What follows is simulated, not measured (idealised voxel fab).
Process module heading - voxel self aligned vias
In the cross-section labelled cut, the width is 195 nm and each square cell is 5 nm.
A cross-section is written here as square cells arranged in a grid, and it is given in bands from the top down, each band taking up one or more rows of cells. Heights first: top, then bottom, in nm. Then materials, left to right, each with a width in nm. "everywhere" on a single material: fills the band edge to edge. "blank": empty space. Heads up on the height convention: 0 is the point under which the incoming wafer is all one material, and the lowest band has no bottom, it just keeps going down, like "0 and below". You'd read "30..40" like this: the band's top row of cells is as wide as the first number, its bottom row is as wide as the second, and going down, every row changes width by the same amount as the row before did. For the purposes of this document, the phrase "nothing got changed" attached to a step denotes that no cell within the cross-section was modified by that step. Heads up: "Sealed void listing" only lists the empty pockets with no open path to the top that are 8 cells or more, and it writes them as width x height at distance, distance from the left edge, in nm. That trailing text on a step's line, after the settings, is the simulator's own remark on the step. overlay nm: how far to the right of its planned place the mask lay on this masked step (negative: to the left). Each of the pairs that make up the rest of this document says: here is the cross-section before one process step, here is the cross-section after it, drawn only down to the lowest band that changed, and here, under the pair, is the step lying between them with its settings. Different pairs may come from different runs of this module on the same starting wafer, so a pair continues from the pair above it only where its entry headed "Pre-step snapshot" says so.
[Pre-step snapshot]
0 and below | Si everywhere
Sealed void listing: none
[Post-Process Section]
10 down to 0 | SiO2 everywhere
Whatever lies below 0 is exactly as it was before.
Sealed void listing: none
Step between the pre-process and post-process cross-sections given above: CONFORMAL_DEP,material SiO2,thk nm 10
Pre-step snapshot: after-state, pair directly above.
[Post-Process Section]
15 down to 10 | SiCN everywhere
Whatever lies below 10 is exactly as it was before.
Sealed void listing: none
Step between the pre-process and post-process cross-sections given above: CONFORMAL_DEP,material SiCN,thk nm 5
Pre-step snapshot: after-state, pair directly above.
[Post-Process Section]
35 down to 15 | SiO2 everywhere
Whatever lies below 15 is exactly as it was before.
Sealed void listing: none
Step between the pre-process and post-process cross-sections given above: DIRECTIONAL_DEP,material SiO2,thk nm 20
Pre-step snapshot: after-state, pair directly above.
[Post-Process Section]
35 down to 15 | 50 SiO2 | 25 blank | 40 SiO2 | 25 blank | 55 SiO2
Whatever lies below 15 is exactly as it was before.
Sealed void listing: none
Step between the pre-process and post-process cross-sections given above: MASKED_ETCH,tone open,mask id LINES,width nm 25,pitch nm 65,etch materials SiO2,depth nm 20,overlay nm 0
Pre-step snapshot: after-state, pair directly above.
[Post-Process Section]
40 down to 35 | 55 TiN | 15 blank | 50 TiN | 15 blank | 60 TiN
35 down to 20 | 50 SiO2 | 5 TiN | 15 blank | 5 TiN | 40 SiO2 | 5 TiN | 15 blank | 5 TiN | 55 SiO2
20 down to 15 | 50 SiO2 | 25 TiN | 40 SiO2 | 25 TiN | 55 SiO2
Whatever lies below 15 is exactly as it was before.
Sealed void listing: none
Step between the pre-process and post-process cross-sections given above: CONFORMAL_DEP,material TiN,thk nm 5
Pre-step snapshot: after-state, pair directly above.
[Post-Process Section]
45 down to 40 | Ru everywhere
40 down to 35 | 55 TiN | 15 Ru | 50 TiN | 15 Ru | 60 TiN
35 down to 20 | 50 SiO2 | 5 TiN | 15 Ru | 5 TiN | 40 SiO2 | 5 TiN | 15 Ru | 5 TiN | 55 SiO2
Whatever lies below 20 is exactly as it was before.
Sealed void listing: none
Step between the pre-process and post-process cross-sections given above: FILL_DEP,material Ru,thk nm 5
Pre-step snapshot: after-state, pair directly above.
[Post-Process Section]
35 down to 20 | 50 SiO2 | 5 TiN | 15 Ru | 5 TiN | 40 SiO2 | 5 TiN | 15 Ru | 5 TiN | 55 SiO2
Whatever lies below 20 is exactly as it was before.
Sealed void listing: none
Step between the pre-process and post-process cross-sections given above: CMP,height nm 35
Pre-step snapshot: after-state, pair directly above.
[Post-Process Section]
35 down to 30 | 50 SiO2 | 25 blank | 40 SiO2 | 25 blank | 55 SiO2
Whatever lies below 30 is exactly as it was before.
Sealed void listing: none
Step between the pre-process and post-process cross-sections given above: SELECTIVE_ETCH,etch materials W Ru TiN,depth nm 5
Pre-step snapshot: after-state, pair directly above.
[Post-Process Section]
40 down to 35 | SiN everywhere
35 down to 30 | 50 SiO2 | 25 SiN | 40 SiO2 | 25 SiN | 55 SiO2
Whatever lies below 30 is exactly as it was before.
Sealed void listing: none
Step between the pre-process and post-process cross-sections given above: FILL_DEP,material SiN,thk nm 5
Pre-step snapshot: after-state, pair directly above.
[Post-Process Section]
35 down to 30 | 50 SiO2 | 25 SiN | 40 SiO2 | 25 SiN | 55 SiO2
Whatever lies below 30 is exactly as it was before.
Sealed void listing: none
Step between the pre-process and post-process cross-sections given above: CMP,height nm 35
Pre-step snapshot: after-state, pair directly above.
[Post-Process Section]
50 down to 35 | SiO2 everywhere
Whatever lies below 35 is exactly as it was before.
Sealed void listing: none
Step between the pre-process and post-process cross-sections given above: DIRECTIONAL_DEP,material SiO2,thk nm 15
Pre-step snapshot: after-state, pair directly above.
[Post-Process Section]
60 down to 50 | aC everywhere
Whatever lies below 50 is exactly as it was before.
Sealed void listing: none
Step between the pre-process and post-process cross-sections given above: DIRECTIONAL_DEP,material aC,thk nm 10
Pre-step snapshot: after-state, pair directly above.
[Post-Process Section]
85 down to 60 | 40 resist | 45 blank | 110 resist
Whatever lies below 60 is exactly as it was before.
Sealed void listing: none
Step between the pre-process and post-process cross-sections given above: PATTERN,tone open,mask id VIAS,material resist,width nm 45,thk nm 25,overlay nm 0
Pre-step snapshot: after-state, pair directly above.
[Post-Process Section]
75 down to 60 | 40 resist | 45 blank | 110 resist
60 down to 50 | 40 aC | 45 blank | 110 aC
Whatever lies below 50 is exactly as it was before.
Sealed void listing: none
Step between the pre-process and post-process cross-sections given above: DIRECTIONAL_ETCH,etch materials aC,depth nm 10
Pre-step snapshot: after-state, pair directly above.
[Post-Process Section]
60 down to 50 | 40 aC | 45 blank | 110 aC
Whatever lies below 50 is exactly as it was before.
Sealed void listing: none
Step between the pre-process and post-process cross-sections given above: STRIP,etch materials resist
Pre-step snapshot: after-state, pair directly above.
[Post-Process Section]
60 down to 50 | 40 aC | 45 blank | 110 aC
50 down to 35 | 40 SiO2 | 45 blank | 110 SiO2
Whatever lies below 35 is exactly as it was before.
Sealed void listing: none
Step between the pre-process and post-process cross-sections given above: DIRECTIONAL_ETCH,etch materials SiO2,depth nm 15
Pre-step snapshot: after-state, pair directly above.
[Post-Process Section]
60 down to 50 | 40 aC | 45 blank | 110 aC
50 down to 35 | 40 SiO2 | 45 blank | 110 SiO2
35 down to 30 | 50 SiO2 | 25 blank | 40 SiO2 | 25 SiN | 55 SiO2
Whatever lies below 30 is exactly as it was before.
Sealed void listing: none
Step between the pre-process and post-process cross-sections given above: DIRECTIONAL_ETCH,etch materials SiN,depth nm 5
Pre-step snapshot: after-state, pair directly above.
[Post-Process Section]
50 down to 35 | 40 SiO2 | 45 blank | 110 SiO2
Whatever lies below 35 is exactly as it was before.
Sealed void listing: none
Step between the pre-process and post-process cross-sections given above: STRIP,etch materials aC
Pre-step snapshot: after-state, pair directly above.
[Post-Process Section]
55 down to 50 | 45 TiN | 35 blank | 115 TiN
50 down to 40 | 40 SiO2 | 5 TiN | 35 blank | 5 TiN | 110 SiO2
40 down to 35 | 40 SiO2 | 15 TiN | 15 blank | 15 TiN | 110 SiO2
35 down to 30 | 50 SiO2 | 25 TiN | 40 SiO2 | 25 SiN | 55 SiO2
Whatever lies below 30 is exactly as it was before.
Sealed void listing: none
Step between the pre-process and post-process cross-sections given above: CONFORMAL_DEP,material TiN,thk nm 5
Pre-step snapshot: after-state, pair directly above.
[Post-Process Section]
65 down to 55 | Cu everywhere
55 down to 50 | 45 TiN | 35 Cu | 115 TiN
50 down to 40 | 40 SiO2 | 5 TiN | 35 Cu | 5 TiN | 110 SiO2
40 down to 35 | 40 SiO2 | 15 TiN | 15 Cu | 15 TiN | 110 SiO2
Whatever lies below 35 is exactly as it was before.
Sealed void listing: none
Step between the pre-process and post-process cross-sections given above: FILL_DEP,material Cu,thk nm 10
Pre-step snapshot: after-state, pair directly above.
[Post-Process Section]
50 down to 40 | 40 SiO2 | 5 TiN | 35 Cu | 5 TiN | 110 SiO2
Whatever lies below 40 is exactly as it was before.
Sealed void listing: none
Step between the pre-process and post-process cross-sections given above: CMP,height nm 50
Pre-step snapshot: after-state, pair directly above.
[Post-Process Section]
55 down to 50 | SiCN everywhere
Whatever lies below 50 is exactly as it was before.
Sealed void listing: none
Step between the pre-process and post-process cross-sections given above: CONFORMAL_DEP,material SiCN,thk nm 5
[Pre-step snapshot]
65 down to 55 | Cu everywhere
55 down to 50 | 45 TiN | 35 Cu | 115 TiN
50 down to 40 | 40 SiO2 | 5 TiN | 35 Cu | 5 TiN | 110 SiO2
40 down to 35 | 40 SiO2 | 15 TiN | 15 Cu | 15 TiN | 110 SiO2
35 down to 30 | 50 SiO2 | 25 TiN | 40 SiO2 | 25 SiN | 55 SiO2
30 down to 20 | 50 SiO2 | 5 TiN | 15 Ru | 5 TiN | 40 SiO2 | 5 TiN | 15 Ru | 5 TiN | 55 SiO2
20 down to 15 | 50 SiO2 | 25 TiN | 40 SiO2 | 25 TiN | 55 SiO2
15 down to 10 | SiCN everywhere
10 down to 0 | SiO2 everywhere
0 and below | Si everywhere
Sealed void listing: none
[Post-Process Section]
70 down to 65 | SiCN everywhere
Whatever lies below 65 is exactly as it was before.
Sealed void listing: none
Step between the pre-process and post-process cross-sections given above: CONFORMAL_DEP,material SiCN,thk nm 5
[Pre-step snapshot]
60 down to 50 | 40 aC | 45 blank | 110 aC
50 down to 35 | 40 SiO2 | 45 blank | 110 SiO2
35 down to 30 | 50 SiO2 | 25 SiN | 40 SiO2 | 25 SiN | 55 SiO2
30 down to 20 | 50 SiO2 | 5 TiN | 15 Ru | 5 TiN | 40 SiO2 | 5 TiN | 15 Ru | 5 TiN | 55 SiO2
20 down to 15 | 50 SiO2 | 25 TiN | 40 SiO2 | 25 TiN | 55 SiO2
15 down to 10 | SiCN everywhere
10 down to 0 | SiO2 everywhere
0 and below | Si everywhere
Sealed void listing: none
[Post-Process Section]
60 down to 50 | 40 aC | 45 blank | 110 aC
50 down to 35 | 40 SiO2 | 45 blank | 110 SiO2
35 down to 30 | 40 SiO2 | 10 blank | 25 SiN | 10 blank | 30 SiO2 | 25 SiN | 55 SiO2
30 down to 20 | 40 SiO2 | 10 blank | 5 TiN | 15 Ru | 5 TiN | 10 blank | 30 SiO2 | 5 TiN | 15 Ru | 5 TiN | 55 SiO2
Whatever lies below 20 is exactly as it was before.
Sealed void listing: none
Step between the pre-process and post-process cross-sections given above: DIRECTIONAL_ETCH,etch materials SiO2,depth nm 15
Pre-step snapshot: after-state, pair directly above.
[Post-Process Section]
60 down to 50 | 40 aC | 45 blank | 110 aC
50 down to 35 | 40 SiO2 | 45 blank | 110 SiO2
35 down to 30 | 40 SiO2 | 45 blank | 30 SiO2 | 25 SiN | 55 SiO2
Whatever lies below 30 is exactly as it was before.
Sealed void listing: none
Step between the pre-process and post-process cross-sections given above: DIRECTIONAL_ETCH,etch materials SiN,depth nm 5
Pre-step snapshot: after-state, pair directly above.
[Post-Process Section]
50 down to 35 | 40 SiO2 | 45 blank | 110 SiO2
Whatever lies below 35 is exactly as it was before.
Sealed void listing: none
Step between the pre-process and post-process cross-sections given above: STRIP,etch materials aC
Pre-step snapshot: after-state, pair directly above.
[Post-Process Section]
55 down to 50 | 45 TiN | 35 blank | 115 TiN
50 down to 35 | 40 SiO2 | 5 TiN | 35 blank | 5 TiN | 110 SiO2
35 down to 30 | 40 SiO2 | 45 TiN | 30 SiO2 | 25 SiN | 55 SiO2
30 down to 20 | 40 SiO2 | 15 TiN | 15 Ru | 15 TiN | 30 SiO2 | 5 TiN | 15 Ru | 5 TiN | 55 SiO2
Whatever lies below 20 is exactly as it was before.
Sealed void listing: none
Step between the pre-process and post-process cross-sections given above: CONFORMAL_DEP,material TiN,thk nm 5
Pre-step snapshot: after-state, pair directly above.
[Post-Process Section]
65 down to 55 | Cu everywhere
55 down to 50 | 45 TiN | 35 Cu | 115 TiN
50 down to 35 | 40 SiO2 | 5 TiN | 35 Cu | 5 TiN | 110 SiO2
Whatever lies below 35 is exactly as it was before.
Sealed void listing: none
Step between the pre-process and post-process cross-sections given above: FILL_DEP,material Cu,thk nm 10
Pre-step snapshot: after-state, pair directly above.
[Post-Process Section]
50 down to 35 | 40 SiO2 | 5 TiN | 35 Cu | 5 TiN | 110 SiO2
Whatever lies below 35 is exactly as it was before.
Sealed void listing: none
Step between the pre-process and post-process cross-sections given above: CMP,height nm 50
Pre-step snapshot: after-state, pair directly above.
[Post-Process Section]
55 down to 50 | SiCN everywhere
Whatever lies below 50 is exactly as it was before.
Sealed void listing: none
Step between the pre-process and post-process cross-sections given above: CONFORMAL_DEP,material SiCN,thk nm 5
[Pre-step snapshot]
0 and below | Si everywhere
Sealed void listing: none
[Post-Process Section]
5 down to 0 | SiCN everywhere
Whatever lies below 0 is exactly as it was before.
Sealed void listing: none
Step between the pre-process and post-process cross-sections given above: CONFORMAL_DEP,material SiCN,thk nm 5
Pre-step snapshot: after-state, pair directly above.
[Post-Process Section]
15 down to 5 | SiO2 everywhere
Whatever lies below 5 is exactly as it was before.
Sealed void listing: none
Step between the pre-process and post-process cross-sections given above: CONFORMAL_DEP,material SiO2,thk nm 10
Pre-step snapshot: after-state, pair directly above.
[Post-Process Section]
35 down to 5 | SiO2 everywhere
Whatever lies below 5 is exactly as it was before.
Sealed void listing: none
Step between the pre-process and post-process cross-sections given above: DIRECTIONAL_DEP,material SiO2,thk nm 20
Pre-step snapshot: after-state, pair directly above.
[Post-Process Section]
35 down to 15 | 50 SiO2 | 25 blank | 40 SiO2 | 25 blank | 55 SiO2
Whatever lies below 15 is exactly as it was before.
Sealed void listing: none
Step between the pre-process and post-process cross-sections given above: MASKED_ETCH,tone open,mask id LINES,width nm 25,pitch nm 65,etch materials SiO2,depth nm 20,overlay nm 0
Pre-step snapshot: after-state, pair directly above.
[Post-Process Section]
40 down to 35 | 55 TiN | 15 blank | 50 TiN | 15 blank | 60 TiN
35 down to 20 | 50 SiO2 | 5 TiN | 15 blank | 5 TiN | 40 SiO2 | 5 TiN | 15 blank | 5 TiN | 55 SiO2
20 down to 15 | 50 SiO2 | 25 TiN | 40 SiO2 | 25 TiN | 55 SiO2
Whatever lies below 15 is exactly as it was before.
Sealed void listing: none
Step between the pre-process and post-process cross-sections given above: CONFORMAL_DEP,material TiN,thk nm 5
Pre-step snapshot: after-state, pair directly above.
[Post-Process Section]
45 down to 40 | Ru everywhere
40 down to 35 | 55 TiN | 15 Ru | 50 TiN | 15 Ru | 60 TiN
35 down to 20 | 50 SiO2 | 5 TiN | 15 Ru | 5 TiN | 40 SiO2 | 5 TiN | 15 Ru | 5 TiN | 55 SiO2
Whatever lies below 20 is exactly as it was before.
Sealed void listing: none
Step between the pre-process and post-process cross-sections given above: FILL_DEP,material Ru,thk nm 5
Pre-step snapshot: after-state, pair directly above.
[Post-Process Section]
35 down to 20 | 50 SiO2 | 5 TiN | 15 Ru | 5 TiN | 40 SiO2 | 5 TiN | 15 Ru | 5 TiN | 55 SiO2
Whatever lies below 20 is exactly as it was before.
Sealed void listing: none
Step between the pre-process and post-process cross-sections given above: CMP,height nm 35
Pre-step snapshot: after-state, pair directly above.
[Post-Process Section]
35 down to 30 | 50 SiO2 | 25 blank | 40 SiO2 | 25 blank | 55 SiO2
Whatever lies below 30 is exactly as it was before.
Sealed void listing: none
Step between the pre-process and post-process cross-sections given above: SELECTIVE_ETCH,etch materials W Ru TiN,depth nm 5
Pre-step snapshot: after-state, pair directly above.
[Post-Process Section]
40 down to 35 | SiN everywhere
35 down to 30 | 50 SiO2 | 25 SiN | 40 SiO2 | 25 SiN | 55 SiO2
Whatever lies below 30 is exactly as it was before.
Sealed void listing: none
Step between the pre-process and post-process cross-sections given above: FILL_DEP,material SiN,thk nm 5
Pre-step snapshot: after-state, pair directly above.
[Post-Process Section]
35 down to 30 | 50 SiO2 | 25 SiN | 40 SiO2 | 25 SiN | 55 SiO2
Whatever lies below 30 is exactly as it was before.
Sealed void listing: none
Step between the pre-process and post-process cross-sections given above: CMP,height nm 35
Pre-step snapshot: after-state, pair directly above.
[Post-Process Section]
50 down to 35 | SiO2 everywhere
Whatever lies below 35 is exactly as it was before.
Sealed void listing: none
Step between the pre-process and post-process cross-sections given above: DIRECTIONAL_DEP,material SiO2,thk nm 15
Pre-step snapshot: after-state, pair directly above.
[Post-Process Section]
60 down to 50 | aC everywhere
Whatever lies below 50 is exactly as it was before.
Sealed void listing: none
Step between the pre-process and post-process cross-sections given above: DIRECTIONAL_DEP,material aC,thk nm 10
Pre-step snapshot: after-state, pair directly above.
[Post-Process Section]
85 down to 60 | 40 resist | 45 blank | 110 resist
Whatever lies below 60 is exactly as it was before.
Sealed void listing: none
Step between the pre-process and post-process cross-sections given above: PATTERN,tone open,mask id VIAS,material resist,width nm 45,thk nm 25,overlay nm 0
Pre-step snapshot: after-state, pair directly above.
[Post-Process Section]
75 down to 60 | 40 resist | 45 blank | 110 resist
60 down to 50 | 40 aC | 45 blank | 110 aC
Whatever lies below 50 is exactly as it was before.
Sealed void listing: none
Step between the pre-process and post-process cross-sections given above: DIRECTIONAL_ETCH,etch materials aC,depth nm 10
Pre-step snapshot: after-state, pair directly above.
[Post-Process Section]
60 down to 50 | 40 aC | 45 blank | 110 aC
Whatever lies below 50 is exactly as it was before.
Sealed void listing: none
Step between the pre-process and post-process cross-sections given above: STRIP,etch materials resist
Pre-step snapshot: after-state, pair directly above.
[Post-Process Section]
60 down to 50 | 40 aC | 45 blank | 110 aC
50 down to 35 | 40 SiO2 | 45 blank | 110 SiO2
Whatever lies below 35 is exactly as it was before.
Sealed void listing: none
Step between the pre-process and post-process cross-sections given above: DIRECTIONAL_ETCH,etch materials SiO2,depth nm 15
Pre-step snapshot: after-state, pair directly above.
[Post-Process Section]
60 down to 50 | 40 aC | 45 blank | 110 aC
50 down to 35 | 40 SiO2 | 45 blank | 110 SiO2
35 down to 30 | 50 SiO2 | 25 blank | 40 SiO2 | 25 SiN | 55 SiO2
Whatever lies below 30 is exactly as it was before.
Sealed void listing: none
Step between the pre-process and post-process cross-sections given above: DIRECTIONAL_ETCH,etch materials SiN,depth nm 5
Pre-step snapshot: after-state, pair directly above.
[Post-Process Section]
50 down to 35 | 40 SiO2 | 45 blank | 110 SiO2
Whatever lies below 35 is exactly as it was before.
Sealed void listing: none
Step between the pre-process and post-process cross-sections given above: STRIP,etch materials aC
Pre-step snapshot: after-state, pair directly above.
[Post-Process Section]
55 down to 50 | 45 TiN | 35 blank | 115 TiN
50 down to 40 | 40 SiO2 | 5 TiN | 35 blank | 5 TiN | 110 SiO2
40 down to 35 | 40 SiO2 | 15 TiN | 15 blank | 15 TiN | 110 SiO2
35 down to 30 | 50 SiO2 | 25 TiN | 40 SiO2 | 25 SiN | 55 SiO2
Whatever lies below 30 is exactly as it was before.
Sealed void listing: none
Step between the pre-process and post-process cross-sections given above: CONFORMAL_DEP,material TiN,thk nm 5
Pre-step snapshot: after-state, pair directly above.
[Post-Process Section]
65 down to 55 | Cu everywhere
55 down to 50 | 45 TiN | 35 Cu | 115 TiN
50 down to 40 | 40 SiO2 | 5 TiN | 35 Cu | 5 TiN | 110 SiO2
40 down to 35 | 40 SiO2 | 15 TiN | 15 Cu | 15 TiN | 110 SiO2
Whatever lies below 35 is exactly as it was before.
Sealed void listing: none
Step between the pre-process and post-process cross-sections given above: FILL_DEP,material Cu,thk nm 10
Pre-step snapshot: after-state, pair directly above.
[Post-Process Section]
50 down to 40 | 40 SiO2 | 5 TiN | 35 Cu | 5 TiN | 110 SiO2
Whatever lies below 40 is exactly as it was before.
Sealed void listing: none
Step between the pre-process and post-process cross-sections given above: CMP,height nm 50
Pre-step snapshot: after-state, pair directly above.
[Post-Process Section]
55 down to 50 | SiCN everywhere
Whatever lies below 50 is exactly as it was before.
Sealed void listing: none
Step between the pre-process and post-process cross-sections given above: CONFORMAL_DEP,material SiCN,thk nm 5
[Pre-step snapshot]
65 down to 55 | Cu everywhere
55 down to 50 | 45 TiN | 35 Cu | 115 TiN
50 down to 40 | 40 SiO2 | 5 TiN | 35 Cu | 5 TiN | 110 SiO2
40 down to 35 | 40 SiO2 | 15 TiN | 15 Cu | 15 TiN | 110 SiO2
35 down to 30 | 50 SiO2 | 25 TiN | 40 SiO2 | 25 SiN | 55 SiO2
30 down to 20 | 50 SiO2 | 5 TiN | 15 Ru | 5 TiN | 40 SiO2 | 5 TiN | 15 Ru | 5 TiN | 55 SiO2
20 down to 15 | 50 SiO2 | 25 TiN | 40 SiO2 | 25 TiN | 55 SiO2
15 down to 10 | SiCN everywhere
10 down to 0 | SiO2 everywhere
0 and below | Si everywhere
Sealed void listing: none
[Post-Process Section]
40 down to 35 | 40 SiO2 | 15 TiN | 15 Cu | 15 TiN | 110 SiO2
Whatever lies below 35 is exactly as it was before.
Sealed void listing: none
Step between the pre-process and post-process cross-sections given above: CMP,height nm 40
Pre-step snapshot: after-state, pair directly above.
[Post-Process Section]
45 down to 40 | SiCN everywhere
Whatever lies below 40 is exactly as it was before.
Sealed void listing: none
Step between the pre-process and post-process cross-sections given above: CONFORMAL_DEP,material SiCN,thk nm 5
[Pre-step snapshot]
35 down to 15 | SiO2 everywhere
15 down to 10 | SiCN everywhere
10 down to 0 | SiO2 everywhere
0 and below | Si everywhere
Sealed void listing: none
[Post-Process Section]
35 down to 15 | 45 SiO2 | 35 blank | 30 SiO2 | 35 blank | 50 SiO2
Whatever lies below 15 is exactly as it was before.
Sealed void listing: none
Step between the pre-process and post-process cross-sections given above: MASKED_ETCH,tone open,mask id LINES,width nm 35,pitch nm 65,etch materials SiO2,depth nm 20,overlay nm 0
Pre-step snapshot: after-state, pair directly above.
[Post-Process Section]
40 down to 35 | 50 TiN | 25 blank | 40 TiN | 25 blank | 55 TiN
35 down to 20 | 45 SiO2 | 5 TiN | 25 blank | 5 TiN | 30 SiO2 | 5 TiN | 25 blank | 5 TiN | 50 SiO2
20 down to 15 | 45 SiO2 | 35 TiN | 30 SiO2 | 35 TiN | 50 SiO2
Whatever lies below 15 is exactly as it was before.
Sealed void listing: none
Step between the pre-process and post-process cross-sections given above: CONFORMAL_DEP,material TiN,thk nm 5
Pre-step snapshot: after-state, pair directly above.
[Post-Process Section]
45 down to 40 | Ru everywhere
40 down to 35 | 50 TiN | 25 Ru | 40 TiN | 25 Ru | 55 TiN
35 down to 20 | 45 SiO2 | 5 TiN | 25 Ru | 5 TiN | 30 SiO2 | 5 TiN | 25 Ru | 5 TiN | 50 SiO2
Whatever lies below 20 is exactly as it was before.
Sealed void listing: none
Step between the pre-process and post-process cross-sections given above: FILL_DEP,material Ru,thk nm 5
Pre-step snapshot: after-state, pair directly above.
[Post-Process Section]
35 down to 20 | 45 SiO2 | 5 TiN | 25 Ru | 5 TiN | 30 SiO2 | 5 TiN | 25 Ru | 5 TiN | 50 SiO2
Whatever lies below 20 is exactly as it was before.
Sealed void listing: none
Step between the pre-process and post-process cross-sections given above: CMP,height nm 35
Pre-step snapshot: after-state, pair directly above.
[Post-Process Section]
35 down to 30 | 45 SiO2 | 35 blank | 30 SiO2 | 35 blank | 50 SiO2
Whatever lies below 30 is exactly as it was before.
Sealed void listing: none
Step between the pre-process and post-process cross-sections given above: SELECTIVE_ETCH,etch materials W Ru TiN,depth nm 5
Pre-step snapshot: after-state, pair directly above.
[Post-Process Section]
40 down to 35 | SiN everywhere
35 down to 30 | 45 SiO2 | 35 SiN | 30 SiO2 | 35 SiN | 50 SiO2
Whatever lies below 30 is exactly as it was before.
Sealed void listing: none
Step between the pre-process and post-process cross-sections given above: FILL_DEP,material SiN,thk nm 5
Pre-step snapshot: after-state, pair directly above.
[Post-Process Section]
35 down to 30 | 45 SiO2 | 35 SiN | 30 SiO2 | 35 SiN | 50 SiO2
Whatever lies below 30 is exactly as it was before.
Sealed void listing: none
Step between the pre-process and post-process cross-sections given above: CMP,height nm 35
Pre-step snapshot: after-state, pair directly above.
[Post-Process Section]
50 down to 35 | SiO2 everywhere
Whatever lies below 35 is exactly as it was before.
Sealed void listing: none
Step between the pre-process and post-process cross-sections given above: DIRECTIONAL_DEP,material SiO2,thk nm 15
Pre-step snapshot: after-state, pair directly above.
[Post-Process Section]
60 down to 50 | aC everywhere
Whatever lies below 50 is exactly as it was before.
Sealed void listing: none
Step between the pre-process and post-process cross-sections given above: DIRECTIONAL_DEP,material aC,thk nm 10
Pre-step snapshot: after-state, pair directly above.
[Post-Process Section]
85 down to 60 | 40 resist | 45 blank | 110 resist
Whatever lies below 60 is exactly as it was before.
Sealed void listing: none
Step between the pre-process and post-process cross-sections given above: PATTERN,tone open,mask id VIAS,material resist,width nm 45,thk nm 25,overlay nm 0
Pre-step snapshot: after-state, pair directly above.
[Post-Process Section]
75 down to 60 | 40 resist | 45 blank | 110 resist
60 down to 50 | 40 aC | 45 blank | 110 aC
Whatever lies below 50 is exactly as it was before.
Sealed void listing: none
Step between the pre-process and post-process cross-sections given above: DIRECTIONAL_ETCH,etch materials aC,depth nm 10
Pre-step snapshot: after-state, pair directly above.
[Post-Process Section]
60 down to 50 | 40 aC | 45 blank | 110 aC
Whatever lies below 50 is exactly as it was before.
Sealed void listing: none
Step between the pre-process and post-process cross-sections given above: STRIP,etch materials resist
Pre-step snapshot: after-state, pair directly above.
[Post-Process Section]
60 down to 50 | 40 aC | 45 blank | 110 aC
50 down to 35 | 40 SiO2 | 45 blank | 110 SiO2
Whatever lies below 35 is exactly as it was before.
Sealed void listing: none
Step between the pre-process and post-process cross-sections given above: DIRECTIONAL_ETCH,etch materials SiO2,depth nm 15
Pre-step snapshot: after-state, pair directly above.
[Post-Process Section]
60 down to 50 | 40 aC | 45 blank | 110 aC
50 down to 35 | 40 SiO2 | 45 blank | 110 SiO2
35 down to 30 | 45 SiO2 | 35 blank | 30 SiO2 | 35 SiN | 50 SiO2
Whatever lies below 30 is exactly as it was before.
Sealed void listing: none
Step between the pre-process and post-process cross-sections given above: DIRECTIONAL_ETCH,etch materials SiN,depth nm 5
Pre-step snapshot: after-state, pair directly above.
[Post-Process Section]
50 down to 35 | 40 SiO2 | 45 blank | 110 SiO2
Whatever lies below 35 is exactly as it was before.
Sealed void listing: none
Step between the pre-process and post-process cross-sections given above: STRIP,etch materials aC
Pre-step snapshot: after-state, pair directly above.
[Post-Process Section]
55 down to 50 | 45 TiN | 35 blank | 115 TiN
50 down to 40 | 40 SiO2 | 5 TiN | 35 blank | 5 TiN | 110 SiO2
40 down to 35 | 40 SiO2 | 10 TiN | 25 blank | 10 TiN | 110 SiO2
35 down to 30 | 45 SiO2 | 35 TiN | 30 SiO2 | 35 SiN | 50 SiO2
Whatever lies below 30 is exactly as it was before.
Sealed void listing: none
Step between the pre-process and post-process cross-sections given above: CONFORMAL_DEP,material TiN,thk nm 5
Pre-step snapshot: after-state, pair directly above.
[Post-Process Section]
65 down to 55 | Cu everywhere
55 down to 50 | 45 TiN | 35 Cu | 115 TiN
50 down to 40 | 40 SiO2 | 5 TiN | 35 Cu | 5 TiN | 110 SiO2
40 down to 35 | 40 SiO2 | 10 TiN | 25 Cu | 10 TiN | 110 SiO2
Whatever lies below 35 is exactly as it was before.
Sealed void listing: none
Step between the pre-process and post-process cross-sections given above: FILL_DEP,material Cu,thk nm 10
Pre-step snapshot: after-state, pair directly above.
[Post-Process Section]
50 down to 40 | 40 SiO2 | 5 TiN | 35 Cu | 5 TiN | 110 SiO2
Whatever lies below 40 is exactly as it was before.
Sealed void listing: none
Step between the pre-process and post-process cross-sections given above: CMP,height nm 50
Pre-step snapshot: after-state, pair directly above.
[Post-Process Section]
55 down to 50 | SiCN everywhere
Whatever lies below 50 is exactly as it was before.
Sealed void listing: none
Step between the pre-process and post-process cross-sections given above: CONFORMAL_DEP,material SiCN,thk nm 5
[Pre-step snapshot]
60 down to 50 | aC everywhere
50 down to 35 | SiO2 everywhere
35 down to 30 | 50 SiO2 | 25 SiN | 40 SiO2 | 25 SiN | 55 SiO2
30 down to 20 | 50 SiO2 | 5 TiN | 15 Ru | 5 TiN | 40 SiO2 | 5 TiN | 15 Ru | 5 TiN | 55 SiO2
20 down to 15 | 50 SiO2 | 25 TiN | 40 SiO2 | 25 TiN | 55 SiO2
15 down to 10 | SiCN everywhere
10 down to 0 | SiO2 everywhere
0 and below | Si everywhere
Sealed void listing: none
[Post-Process Section]
85 down to 60 | 45 resist | 45 blank | 105 resist
Whatever lies below 60 is exactly as it was before.
Sealed void listing: none
Step between the pre-process and post-process cross-sections given above: PATTERN,tone open,mask id VIAS,material resist,width nm 45,thk nm 25,overlay nm 5
Pre-step snapshot: after-state, pair directly above.
[Post-Process Section]
75 down to 60 | 45 resist | 45 blank | 105 resist
60 down to 50 | 45 aC | 45 blank | 105 aC
Whatever lies below 50 is exactly as it was before.
Sealed void listing: none
Step between the pre-process and post-process cross-sections given above: DIRECTIONAL_ETCH,etch materials aC,depth nm 10
Pre-step snapshot: after-state, pair directly above.
[Post-Process Section]
60 down to 50 | 45 aC | 45 blank | 105 aC
Whatever lies below 50 is exactly as it was before.
Sealed void listing: none
Step between the pre-process and post-process cross-sections given above: STRIP,etch materials resist
Pre-step snapshot: after-state, pair directly above.
[Post-Process Section]
60 down to 50 | 45 aC | 45 blank | 105 aC
50 down to 35 | 45 SiO2 | 45 blank | 105 SiO2
Whatever lies below 35 is exactly as it was before.
Sealed void listing: none
Step between the pre-process and post-process cross-sections given above: DIRECTIONAL_ETCH,etch materials SiO2,depth nm 15
Pre-step snapshot: after-state, pair directly above.
[Post-Process Section]
60 down to 50 | 45 aC | 45 blank | 105 aC
50 down to 35 | 45 SiO2 | 45 blank | 105 SiO2
35 down to 30 | 50 SiO2 | 25 blank | 40 SiO2 | 25 SiN | 55 SiO2
Whatever lies below 30 is exactly as it was before.
Sealed void listing: none
Step between the pre-process and post-process cross-sections given above: DIRECTIONAL_ETCH,etch materials SiN,depth nm 5
Pre-step snapshot: after-state, pair directly above.
[Post-Process Section]
50 down to 35 | 45 SiO2 | 45 blank | 105 SiO2
Whatever lies below 35 is exactly as it was before.
Sealed void listing: none
Step between the pre-process and post-process cross-sections given above: STRIP,etch materials aC
